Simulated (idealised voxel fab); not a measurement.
You're looking at the process module voxel tone inversion.
270 nm wide, 5 nm square cells: that's cross-section cut.
Cross-section, as written here: a square-cell grid given band by band from the top down, where a band holds one or more rows of cells.
Quick guide to a band line: top height, bottom height (nm) up front; then every material left to right with its width in nm. Only one material and it's marked "throughout"? Then it fills the band edge to edge. And "empty" just means empty space.
Heights from 0 (as-received wafer is one material below). Bottom band endless downward, as "0 and below".
A width given as "30 to 40" starts at the first number in the band's top row and ends at the second number in its bottom row, shifting by an equal amount at every step from row to row.
You'll sometimes find "no change occurred" written for a step, and that's the way of saying that nowhere in the cross-section did a cell change during that step.
Voids not open to the top, 8 cells minimum: see "Closed empty spaces". Written width x height at distance; distance is from the left edge; nm.
Post-settings text on a step line: simulator's own remark regarding the step.
overlay nm, on a step with a mask: how far to the right of its planned place the mask lay; to the left if negative
-- These are the steps we planned for the process
| 1 | RECEIVE | material Si |
| 2 | CONFORMAL_DEP | material SiN | thk nm 10 |
| 3 | DIRECTIONAL_DEP | material polySi | thk nm 15 |
| 4 | PATTERN | tone cover | mask id POSTS | material resist | width nm 20 | pitch nm 40 | thk nm 25 | overlay nm 0 |
| 5 | DIRECTIONAL_ETCH | etch materials polySi | depth nm 15 |
| 6 | STRIP | etch materials resist |
| 7 | FILL_DEP | material lowk | thk nm 5 |
| 8 | CMP | height nm 25 |
| 9 | STRIP | etch materials polySi |
| 10 | CONFORMAL_DEP | material TiN | thk nm 5 |
| 11 | FILL_DEP | material Ru | thk nm 10 |
| 12 | CMP | height nm 15 |
| 13 | CONFORMAL_DEP | material SiCN | thk nm 5 |
Variable across wafers: step 12 height nm (plan value is that of the first wafer; starting state common to all).
-- Incoming state of the first of several wafers in cross-section: after step 1
* 0 and below: Si throughout
* Closed empty spaces: none
-- Cross-section after step 13, the final step of the module, for the first of several wafers
* 20 down to 15: SiCN throughout
* 15 down to 10: lowk (85), TiN (20), lowk (20), TiN (20), lowk (20), TiN (20), lowk (85)
* 10 down to 0: SiN throughout
* 0 and below: Si throughout
* Closed empty spaces: none
-- Module end, final wafer: cross-section
* 45 down to 40: SiCN throughout
* 40 down to 30: Ru throughout
* 30 down to 25: TiN (90), Ru (10), TiN (30), Ru (10), TiN (30), Ru (10), TiN (90)
* 25 down to 15: lowk (85), TiN (5), Ru (10), TiN (5), lowk (20), TiN (5), Ru (10), TiN (5), lowk (20), TiN (5), Ru (10), TiN (5), lowk (85)
* 15 down to 10: lowk (85), TiN (20), lowk (20), TiN (20), lowk (20), TiN (20), lowk (85)
* 10 down to 0: SiN throughout
* 0 and below: Si throughout
* Closed empty spaces: none
-- Heads up, this table goes wafer by wafer. A row tells you, at the end of the module, how many cells of each material that wafer has put on (+) or dropped (-) since it was received, and then its closed voids
height nm 15, +54 SiCN, +108 SiN, +12 TiN, +42 lowk, Closed empty spaces: none
height nm 20, +6 Ru, +54 SiCN, +108 SiN, +18 TiN, +84 lowk, Closed empty spaces: none
height nm 25, +12 Ru, +54 SiCN, +108 SiN, +24 TiN, +126 lowk, Closed empty spaces: none
height nm 30, +18 Ru, +54 SiCN, +108 SiN, +72 TiN, +126 lowk, Closed empty spaces: none
height nm 35, +72 Ru, +54 SiCN, +108 SiN, +72 TiN, +126 lowk, Closed empty spaces: none
height nm 40, +126 Ru, +54 SiCN, +108 SiN, +72 TiN, +126 lowk, Closed empty spaces: none
